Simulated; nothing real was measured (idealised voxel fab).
Module name: voxel air gaps (process module)
Section shown: cut. Width: 265 nm. Cell size: 5 nm, square.
In this document a cross-section is written as a grid of square cells. It is given as a series of bands, listed from the top down, and a band is one or more rows of cells. Band: top and bottom heights (nm) first, top before bottom; then materials from left to right, widths in nm. "all across" marks a sole material filling the band edge to edge. "empty" denotes empty space. Below 0: as-received wafer, all one material; heights counted from there. Lowest band: no bottom, goes on down, written "0..down". Note: "30 to 40" means the width goes from the first number (top row of the band) to the second number (bottom row) in equal steps per row of cells. Step marked "no change"? Then no cell in the cross-section changed in it. Empty spaces counting at least 8 cells and having no open way to the top are listed in "Non-vented voids". The notation width x height at distance is used for each, the distance being from the left edge and all three values in nm. Post-settings text on a step line: simulator's own remark regarding the step. "overlay nm" denotes, for a step that has a mask, the displacement of the mask to the right of its planned place, with negative values corresponding to the left.
-- This section lists the process steps that were planned
| 1 | RECEIVE,material Si |
| 2 | CONFORMAL_DEP,material SiO2,thk nm 10 |
| 3 | CONFORMAL_DEP,material SiN,thk nm 5 |
| 4 | DIRECTIONAL_DEP,material lowk,thk nm 30 |
| 5 | PATTERN,tone open,mask id LINES,material resist,width nm 25,pitch nm 50,thk nm 15,overlay nm 0 |
| 6 | DIRECTIONAL_ETCH,etch materials lowk,depth nm 30 |
| 7 | STRIP,etch materials resist |
| 8 | CONFORMAL_DEP,material TiN,thk nm 5 |
| 9 | FILL_DEP,material Ru,thk nm 10 |
| 10 | CMP,height nm 45 |
| 11 | EPI,material Ru,thk nm 10 |
| 12 | SELECTIVE_ETCH,etch materials lowk,depth nm 40 |
| 13 | CONFORMAL_DEP,material SiCN,thk nm 5 |
-- Concerning the first of two wafers, which was run in accordance with the plan
-- As-received wafer cross-section (after step 1)
	0..down | Si all across
	Non-vented voids: none
-- The wafer in cross-section once step 2 is complete
	10..0 | SiO2 all across
	below 0: unchanged
-- The wafer in cross-section once step 3 is complete
	15..10 | SiN all across
	below 10: unchanged
-- The wafer in cross-section once step 4 is complete
	45..15 | lowk all across
	below 15: unchanged
-- The wafer in cross-section once step 5 is complete
	60..45 | 45 resist | 25 empty | 25 resist | 25 empty | 25 resist | 25 empty | 25 resist | 25 empty | 45 resist
	below 45: unchanged
-- The wafer in cross-section once step 6 is complete
	60..45 | 45 resist | 25 empty | 25 resist | 25 empty | 25 resist | 25 empty | 25 resist | 25 empty | 45 resist
	45..15 | 45 lowk | 25 empty | 25 lowk | 25 empty | 25 lowk | 25 empty | 25 lowk | 25 empty | 45 lowk
	below 15: unchanged
-- The wafer in cross-section once step 7 is complete
	45..15 | 45 lowk | 25 empty | 25 lowk | 25 empty | 25 lowk | 25 empty | 25 lowk | 25 empty | 45 lowk
	below 15: unchanged
-- The wafer in cross-section once step 8 is complete
	50..45 | 50 TiN | 15 empty | 35 TiN | 15 empty | 35 TiN | 15 empty | 35 TiN | 15 empty | 50 TiN
	45..20 | 45 lowk | 5 TiN | 15 empty | 5 TiN | 25 lowk | 5 TiN | 15 empty | 5 TiN | 25 lowk | 5 TiN | 15 empty | 5 TiN | 25 lowk | 5 TiN | 15 empty | 5 TiN | 45 lowk
	20..15 | 45 lowk | 25 TiN | 25 lowk | 25 TiN | 25 lowk | 25 TiN | 25 lowk | 25 TiN | 45 lowk
	below 15: unchanged
-- The wafer in cross-section once step 9 is complete
	60..50 | Ru all across
	50..45 | 50 TiN | 15 Ru | 35 TiN | 15 Ru | 35 TiN | 15 Ru | 35 TiN | 15 Ru | 50 TiN
	45..20 | 45 lowk | 5 TiN | 15 Ru | 5 TiN | 25 lowk | 5 TiN | 15 Ru | 5 TiN | 25 lowk | 5 TiN | 15 Ru | 5 TiN | 25 lowk | 5 TiN | 15 Ru | 5 TiN | 45 lowk
	below 20: unchanged
-- The wafer in cross-section once step 10 is complete
	45..20 | 45 lowk | 5 TiN | 15 Ru | 5 TiN | 25 lowk | 5 TiN | 15 Ru | 5 TiN | 25 lowk | 5 TiN | 15 Ru | 5 TiN | 25 lowk | 5 TiN | 15 Ru | 5 TiN | 45 lowk
	below 20: unchanged
-- The wafer in cross-section once step 11 is complete
	55..45 | 35 empty | 45 Ru | 5 empty | 45 Ru | 5 empty | 45 Ru | 5 empty | 45 Ru | 35 empty
	below 45: unchanged
-- The wafer in cross-section once step 12 is complete
	55..45 | 35 empty | 45 Ru | 5 empty | 45 Ru | 5 empty | 45 Ru | 5 empty | 45 Ru | 35 empty
	45..20 | 45 empty | 5 TiN | 15 Ru | 5 TiN | 25 empty | 5 TiN | 15 Ru | 5 TiN | 25 empty | 5 TiN | 15 Ru | 5 TiN | 25 empty | 5 TiN | 15 Ru | 5 TiN | 45 empty
	20..15 | 45 empty | 25 TiN | 25 empty | 25 TiN | 25 empty | 25 TiN | 25 empty | 25 TiN | 45 empty
	below 15: unchanged
-- The wafer in cross-section once step 13 is complete
	60..55 | 30 empty | 205 SiCN | 30 empty
	55..45 | 30 empty | 5 SiCN | 45 Ru | 5 SiCN | 45 Ru | 5 SiCN | 45 Ru | 5 SiCN | 45 Ru | 5 SiCN | 30 empty
	45..40 | 30 empty | 15 SiCN | 5 TiN | 15 Ru | 5 TiN | 25 SiCN | 5 TiN | 15 Ru | 5 TiN | 25 SiCN | 5 TiN | 15 Ru | 5 TiN | 25 SiCN | 5 TiN | 15 Ru | 5 TiN | 15 SiCN | 30 empty
	40..20 | 40 empty | 5 SiCN | 5 TiN | 15 Ru | 5 TiN | 5 SiCN | 15 empty | 5 SiCN | 5 TiN | 15 Ru | 5 TiN | 5 SiCN | 15 empty | 5 SiCN | 5 TiN | 15 Ru | 5 TiN | 5 SiCN | 15 empty | 5 SiCN | 5 TiN | 15 Ru | 5 TiN | 5 SiCN | 40 empty
	20..15 | 45 SiCN | 25 TiN | 25 SiCN | 25 TiN | 25 SiCN | 25 TiN | 25 SiCN | 25 TiN | 45 SiCN
	below 15: unchanged
	Non-vented voids: 15 x 20 at 75; 15 x 20 at 125; 15 x 20 at 175
-- Companion wafer, the second of two: same beginning, same intended sequence, one mistake in carrying it out; through step 9 inclusive it tracks the first exactly
Second wafer, section view, time point: scheduled end of step 10: no change
-- Second wafer, section view, time point: scheduled end of step 11
	70..50 | Ru all across
	below 50: unchanged
Second wafer, section view, time point: scheduled end of step 12: no change
-- Second wafer, section view, time point: scheduled end of step 13
	75..70 | SiCN all across
	below 70: unchanged
Deviation noted in wafer processing: step 10 was dropped from the plan's execution and never run
Bottom line after processing is that, in cells, the second wafer is up or down on some materials versus the first: +152 Ru | -84 SiCN | +41 TiN | +198 lowk
Note - end result: 3 closed voids (first wafer), 0 closed voids (second wafer).
